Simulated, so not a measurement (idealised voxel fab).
The following process module bears the name voxel self aligned contacts.
Shown is cross-section cut, with a width of 155 nm and square cells of size 5 nm.
Just so we're on the same page, the cross-sections are grids of square cells, and they're listed out in bands top to bottom, each band one or more rows deep. What a band's entry tells you: where the top is and where the bottom is, as heights in nm, and after that what lies inside, material by material from left to right, each with its width in nm. Empty space is written as the word "blank", and a single material marked with the word "edge to edge" occupies the band from edge to edge. Heights are reckoned from 0. Under this level, the received wafer is all of one material. The bottommost band is open-ended downward, for example "from 0 down". Read "30..40" as a graded width: first number on top, second number at the bottom, same change between each pair of neighbouring rows. Take "stayed the same" at face value: in the step it is given for, the cross-section changed in none of its cells. So "Enclosed cavities" is basically the list of trapped voids: any empty space of 8 cells or more that can't reach the top through an opening. They're written width x height at distance, the distance being from the left edge, and it's all nm. Text after the settings on a step's line: the simulator's own remark on that step. "overlay nm" answers the question of how far to the right of plan the mask lay on a step that has a mask, and when it is negative the answer is to the left.

These are the steps we planned for the process:
1: RECEIVE [material Si]
2: OXIDIZE [depth nm 5]
3: DIRECTIONAL_DEP [material polySi] [thk nm 30]
4: DIRECTIONAL_DEP [material SiN] [thk nm 25]
5: PATTERN [tone cover] [mask id GATE] [material resist] [width nm 25] [pitch nm 65] [thk nm 20] [overlay nm 0]
6: DIRECTIONAL_ETCH [etch materials SiN] [depth nm 25]
7: DIRECTIONAL_ETCH [etch materials polySi] [depth nm 30]
8: STRIP [etch materials resist]
9: CONFORMAL_DEP [material SiN] [thk nm 10]
10: DIRECTIONAL_ETCH [etch materials SiN] [depth nm 10]
11: FILL_DEP [material SiO2] [thk nm 20]
12: CMP [height nm 65]
13: PATTERN [tone open] [mask id CONTACT] [material resist] [width nm 50] [thk nm 20] [overlay nm 0]
14: DIRECTIONAL_ETCH [etch materials SiO2] [depth nm 70]
15: STRIP [etch materials resist]
16: CONFORMAL_DEP [material TiN] [thk nm 5]
17: FILL_DEP [material W] [thk nm 5]
18: CMP [height nm 65]
19: CONFORMAL_DEP [material SiN] [thk nm 5]

What follows covers the first of two wafers; it ran as planned:

Incoming wafer in cross-section (state: after step 1):
> from 0 down = Si edge to edge
> Enclosed cavities: none

You're looking at a cross-section of the wafer after step 2:
> from 0 to -5 = SiO2 edge to edge
> For the remainder of the cross-section, below -5, there is no change.

You're looking at a cross-section of the wafer after step 3:
> from 30 to 0 = polySi edge to edge
> For the remainder of the cross-section, below 0, there is no change.

You're looking at a cross-section of the wafer after step 4:
> from 55 to 30 = SiN edge to edge
> For the remainder of the cross-section, below 30, there is no change.

You're looking at a cross-section of the wafer after step 5:
> from 75 to 55 = blank 30 nm, resist 25 nm, blank 40 nm, resist 25 nm, blank 35 nm
> For the remainder of the cross-section, below 55, there is no change.

You're looking at a cross-section of the wafer after step 6:
> from 75 to 55 = blank 30 nm, resist 25 nm, blank 40 nm, resist 25 nm, blank 35 nm
> from 55 to 30 = blank 30 nm, SiN 25 nm, blank 40 nm, SiN 25 nm, blank 35 nm
> For the remainder of the cross-section, below 30, there is no change.

You're looking at a cross-section of the wafer after step 7:
> from 75 to 55 = blank 30 nm, resist 25 nm, blank 40 nm, resist 25 nm, blank 35 nm
> from 55 to 30 = blank 30 nm, SiN 25 nm, blank 40 nm, SiN 25 nm, blank 35 nm
> from 30 to 0 = blank 30 nm, polySi 25 nm, blank 40 nm, polySi 25 nm, blank 35 nm
> For the remainder of the cross-section, below 0, there is no change.

You're looking at a cross-section of the wafer after step 8:
> from 55 to 30 = blank 30 nm, SiN 25 nm, blank 40 nm, SiN 25 nm, blank 35 nm
> For the remainder of the cross-section, below 30, there is no change.

You're looking at a cross-section of the wafer after step 9:
> from 65 to 30 = blank 20 nm, SiN 45 nm, blank 20 nm, SiN 45 nm, blank 25 nm
> from 30 to 10 = blank 20 nm, SiN 10 nm, polySi 25 nm, SiN 10 nm, blank 20 nm, SiN 10 nm, polySi 25 nm, SiN 10 nm, blank 25 nm
> from 10 to 0 = SiN 30 nm, polySi 25 nm, SiN 40 nm, polySi 25 nm, SiN 35 nm
> For the remainder of the cross-section, below 0, there is no change.

You're looking at a cross-section of the wafer after step 10:
> from 55 to 30 = blank 20 nm, SiN 45 nm, blank 20 nm, SiN 45 nm, blank 25 nm
> from 30 to 0 = blank 20 nm, SiN 10 nm, polySi 25 nm, SiN 10 nm, blank 20 nm, SiN 10 nm, polySi 25 nm, SiN 10 nm, blank 25 nm
> For the remainder of the cross-section, below 0, there is no change.

You're looking at a cross-section of the wafer after step 11:
> from 75 to 55 = SiO2 edge to edge
> from 55 to 30 = SiO2 20 nm, SiN 45 nm, SiO2 20 nm, SiN 45 nm, SiO2 25 nm
> from 30 to 0 = SiO2 20 nm, SiN 10 nm, polySi 25 nm, SiN 10 nm, SiO2 20 nm, SiN 10 nm, polySi 25 nm, SiN 10 nm, SiO2 25 nm
> For the remainder of the cross-section, below 0, there is no change.

You're looking at a cross-section of the wafer after step 12:
> from 65 to 55 = SiO2 edge to edge
> For the remainder of the cross-section, below 55, there is no change.

You're looking at a cross-section of the wafer after step 13:
> from 85 to 65 = resist 50 nm, blank 50 nm, resist 55 nm
> For the remainder of the cross-section, below 65, there is no change.

You're looking at a cross-section of the wafer after step 14:
> from 85 to 65 = resist 50 nm, blank 50 nm, resist 55 nm
> from 65 to 55 = SiO2 50 nm, blank 50 nm, SiO2 55 nm
> from 55 to 30 = SiO2 20 nm, SiN 45 nm, blank 20 nm, SiN 45 nm, SiO2 25 nm
> from 30 to 0 = SiO2 20 nm, SiN 10 nm, polySi 25 nm, SiN 10 nm, blank 20 nm, SiN 10 nm, polySi 25 nm, SiN 10 nm, SiO2 25 nm
> from 0 to -5 = SiO2 65 nm, blank 20 nm, SiO2 70 nm
> For the remainder of the cross-section, below -5, there is no change.

You're looking at a cross-section of the wafer after step 15:
> from 65 to 55 = SiO2 50 nm, blank 50 nm, SiO2 55 nm
> For the remainder of the cross-section, below 55, there is no change.

You're looking at a cross-section of the wafer after step 16:
> from 70 to 65 = TiN 55 nm, blank 40 nm, TiN 60 nm
> from 65 to 55 = SiO2 50 nm, TiN 5..20 nm, blank 40..10 nm, TiN 5..20 nm, SiO2 55 nm
> from 55 to 30 = SiO2 20 nm, SiN 45 nm, TiN 5 nm, blank 10 nm, TiN 5 nm, SiN 45 nm, SiO2 25 nm
> from 30 to 0 = SiO2 20 nm, SiN 10 nm, polySi 25 nm, SiN 10 nm, TiN 5 nm, blank 10 nm, TiN 5 nm, SiN 10 nm, polySi 25 nm, SiN 10 nm, SiO2 25 nm
> from 0 to -5 = SiO2 65 nm, TiN 20 nm, SiO2 70 nm
> For the remainder of the cross-section, below -5, there is no change.

You're looking at a cross-section of the wafer after step 17:
> from 75 to 70 = W edge to edge
> from 70 to 65 = TiN 55 nm, W 40 nm, TiN 60 nm
> from 65 to 55 = SiO2 50 nm, TiN 5..20 nm, W 40..10 nm, TiN 5..20 nm, SiO2 55 nm
> from 55 to 30 = SiO2 20 nm, SiN 45 nm, TiN 5 nm, W 10 nm, TiN 5 nm, SiN 45 nm, SiO2 25 nm
> from 30 to 0 = SiO2 20 nm, SiN 10 nm, polySi 25 nm, SiN 10 nm, TiN 5 nm, W 10 nm, TiN 5 nm, SiN 10 nm, polySi 25 nm, SiN 10 nm, SiO2 25 nm
> For the remainder of the cross-section, below 0, there is no change.

You're looking at a cross-section of the wafer after step 18:
> from 65 to 55 = SiO2 50 nm, TiN 5..20 nm, W 40..10 nm, TiN 5..20 nm, SiO2 55 nm
> For the remainder of the cross-section, below 55, there is no change.

You're looking at a cross-section of the wafer after step 19:
> from 70 to 65 = SiN edge to edge
> For the remainder of the cross-section, below 65, there is no change.

Second wafer: like start, like plan, one mistake. Through step 1 it matches the first wafer:

Look at the second wafer in cross-section at the time step 2 ought to have finished:
> from 30 to 0 = polySi edge to edge
> For the remainder of the cross-section, below 0, there is no change.

Look at the second wafer in cross-section at the time step 3 ought to have finished:
> from 30 to 25 = SiO2 edge to edge
> For the remainder of the cross-section, below 25, there is no change.

Look at the second wafer in cross-section at the time step 4 ought to have finished:
> from 55 to 30 = SiN edge to edge
> For the remainder of the cross-section, below 30, there is no change.

Look at the second wafer in cross-section at the time step 5 ought to have finished:
> from 75 to 55 = blank 30 nm, resist 25 nm, blank 40 nm, resist 25 nm, blank 35 nm
> For the remainder of the cross-section, below 55, there is no change.

Look at the second wafer in cross-section at the time step 6 ought to have finished:
> from 75 to 55 = blank 30 nm, resist 25 nm, blank 40 nm, resist 25 nm, blank 35 nm
> from 55 to 30 = blank 30 nm, SiN 25 nm, blank 40 nm, SiN 25 nm, blank 35 nm
> For the remainder of the cross-section, below 30, there is no change.

Look at the second wafer in cross-section at the time step 7 ought to have finished: stayed the same

Look at the second wafer in cross-section at the time step 8 ought to have finished:
> from 55 to 30 = blank 30 nm, SiN 25 nm, blank 40 nm, SiN 25 nm, blank 35 nm
> For the remainder of the cross-section, below 30, there is no change.

Look at the second wafer in cross-section at the time step 9 ought to have finished:
> from 65 to 40 = blank 20 nm, SiN 45 nm, blank 20 nm, SiN 45 nm, blank 25 nm
> from 40 to 30 = SiN edge to edge
> For the remainder of the cross-section, below 30, there is no change.

Look at the second wafer in cross-section at the time step 10 ought to have finished:
> from 55 to 30 = blank 20 nm, SiN 45 nm, blank 20 nm, SiN 45 nm, blank 25 nm
> For the remainder of the cross-section, below 30, there is no change.

Look at the second wafer in cross-section at the time step 11 ought to have finished:
> from 75 to 55 = SiO2 edge to edge
> from 55 to 30 = SiO2 20 nm, SiN 45 nm, SiO2 20 nm, SiN 45 nm, SiO2 25 nm
> For the remainder of the cross-section, below 30, there is no change.

Look at the second wafer in cross-section at the time step 12 ought to have finished:
> from 65 to 55 = SiO2 edge to edge
> For the remainder of the cross-section, below 55, there is no change.

Look at the second wafer in cross-section at the time step 13 ought to have finished:
> from 85 to 65 = resist 50 nm, blank 50 nm, resist 55 nm
> For the remainder of the cross-section, below 65, there is no change.

Look at the second wafer in cross-section at the time step 14 ought to have finished:
> from 85 to 65 = resist 50 nm, blank 50 nm, resist 55 nm
> from 65 to 55 = SiO2 50 nm, blank 50 nm, SiO2 55 nm
> from 55 to 30 = SiO2 20 nm, SiN 45 nm, blank 20 nm, SiN 45 nm, SiO2 25 nm
> from 30 to 25 = SiO2 65 nm, blank 20 nm, SiO2 70 nm
> For the remainder of the cross-section, below 25, there is no change.

Look at the second wafer in cross-section at the time step 15 ought to have finished:
> from 65 to 55 = SiO2 50 nm, blank 50 nm, SiO2 55 nm
> For the remainder of the cross-section, below 55, there is no change.

Look at the second wafer in cross-section at the time step 16 ought to have finished:
> from 70 to 65 = TiN 55 nm, blank 40 nm, TiN 60 nm
> from 65 to 55 = SiO2 50 nm, TiN 5..20 nm, blank 40..10 nm, TiN 5..20 nm, SiO2 55 nm
> from 55 to 30 = SiO2 20 nm, SiN 45 nm, TiN 5 nm, blank 10 nm, TiN 5 nm, SiN 45 nm, SiO2 25 nm
> from 30 to 25 = SiO2 65 nm, TiN 20 nm, SiO2 70 nm
> For the remainder of the cross-section, below 25, there is no change.

Look at the second wafer in cross-section at the time step 17 ought to have finished:
> from 75 to 70 = W edge to edge
> from 70 to 65 = TiN 55 nm, W 40 nm, TiN 60 nm
> from 65 to 55 = SiO2 50 nm, TiN 5..20 nm, W 40..10 nm, TiN 5..20 nm, SiO2 55 nm
> from 55 to 30 = SiO2 20 nm, SiN 45 nm, TiN 5 nm, W 10 nm, TiN 5 nm, SiN 45 nm, SiO2 25 nm
> For the remainder of the cross-section, below 30, there is no change.

Look at the second wafer in cross-section at the time step 18 ought to have finished:
> from 65 to 55 = SiO2 50 nm, TiN 5..20 nm, W 40..10 nm, TiN 5..20 nm, SiO2 55 nm
> For the remainder of the cross-section, below 55, there is no change.

Look at the second wafer in cross-section at the time step 19 ought to have finished:
> from 70 to 65 = SiN edge to edge
> For the remainder of the cross-section, below 65, there is no change.
Processing error: the run placed steps 2 and 3 each in the position the plan gave to the other
Materials where the second wafer ends with more or fewer cells than the first: 31 more of Si | 48 fewer of SiN | 54 fewer of SiO2 | 12 fewer of TiN | 12 fewer of W | 95 more of polySi
